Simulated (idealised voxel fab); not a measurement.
process module | voxel released beams
cross-section cut | 250 nm wide | cells 5 nm
A cross-section is a grid of square cells, given in bands from the top down. A band is one or more rows of cells.
Each band's line starts with the height of the band's top and of its bottom, in nm. Then come its materials from left to right, each with its width in nm. One material with "throughout" fills the band from edge to edge. "air" is empty space.
Height 0 is the level under which the wafer as received is all one material. The lowest band goes on downwards, as in "0 down".
A width such as "30 to 40" changes by the same amount from each row of cells to the next, from the band's top row to its bottom row.
"no change" after a step means that no cell of the cross-section changed.
closed voids: empty space of 8 cells or more with no open way to the top, each as width x height at its distance from the left edge, in nm
after a step's settings: what the simulator itself notes on the step
overlay nm, on a step with a mask: how far to the right of its planned place the mask lay; to the left if negative
plan
1 op RECEIVE | material Si
2 op CONFORMAL_DEP | material SiN | thk nm 10
3 op DIRECTIONAL_DEP | material SiO2 | thk nm 15
4 op MASKED_ETCH | tone open | mask id ANCHOR | width nm 35 | etch materials SiO2 | depth nm 15 | overlay nm 0
5 op CONFORMAL_DEP | material W | thk nm 15
6 op PATTERN | tone cover | mask id BEAM | material resist | width nm 110 | thk nm 15 | overlay nm 0
7 op DIRECTIONAL_ETCH | etch materials W | depth nm 15
8 op STRIP | etch materials resist
9 op STRIP | etch materials SiO2
first wafer, as planned
as received, after step 1
  0 down: Si throughout
  closed voids: none
after step 2
  10 to 0: SiN throughout
  below 0: unchanged
after step 3
  25 to 10: SiO2 throughout
  below 10: unchanged
after step 4
  25 to 10: SiO2 70 | air 35 | SiO2 145
  below 10: unchanged
after step 5
  40 to 25: W 85 | air 5 | W 160
  25 to 10: SiO2 70 | W 35 | SiO2 145
  below 10: unchanged
after step 6
  55 to 40: air 65 | resist 110 | air 75
  40 to 25: W 85 | resist 5 | W 160
  below 25: unchanged
after step 7
  55 to 40: air 65 | resist 110 | air 75
  40 to 25: air 65 | W 20 | resist 5 | W 85 | air 75
  below 25: unchanged
after step 8
  40 to 25: air 65 | W 20 | air 5 | W 85 | air 75
  below 25: unchanged
after step 9
  40 to 25: air 65 | W 20 | air 5 | W 85 | air 75
  25 to 10: air 70 | W 35 | air 145
  below 10: unchanged
second wafer: like start, like plan, one mistake. Through step 3 it matches the first wafer
when step 4 should have ended
  25 to 10: air 70 | SiO2 35 | air 145
  below 10: unchanged
when step 5 should have ended
  40 to 25: air 55 | W 65 | air 130
  25 to 10: W 70 | SiO2 35 | W 145
  below 10: unchanged
when step 6 should have ended
  55 to 40: air 65 | resist 110 | air 75
  40 to 25: air 55 | W 65 | resist 55 | air 75
  below 25: unchanged
when step 7 should have ended
  55 to 40: air 65 | resist 110 | air 75
  40 to 25: air 65 | W 55 | resist 55 | air 75
  25 to 10: air 55 | W 15 | SiO2 35 | W 70 | air 75
  below 10: unchanged
when step 8 should have ended
  40 to 25: air 65 | W 55 | air 130
  below 25: unchanged
when step 9 should have ended: no change
what went wrong: step 4 ran as: op MASKED_ETCH | tone cover | mask id ANCHOR | width nm 35 | etch materials SiO2 | depth nm 15 | overlay nm 0
at the end the second wafer has, in cells: 21 more of SiO2
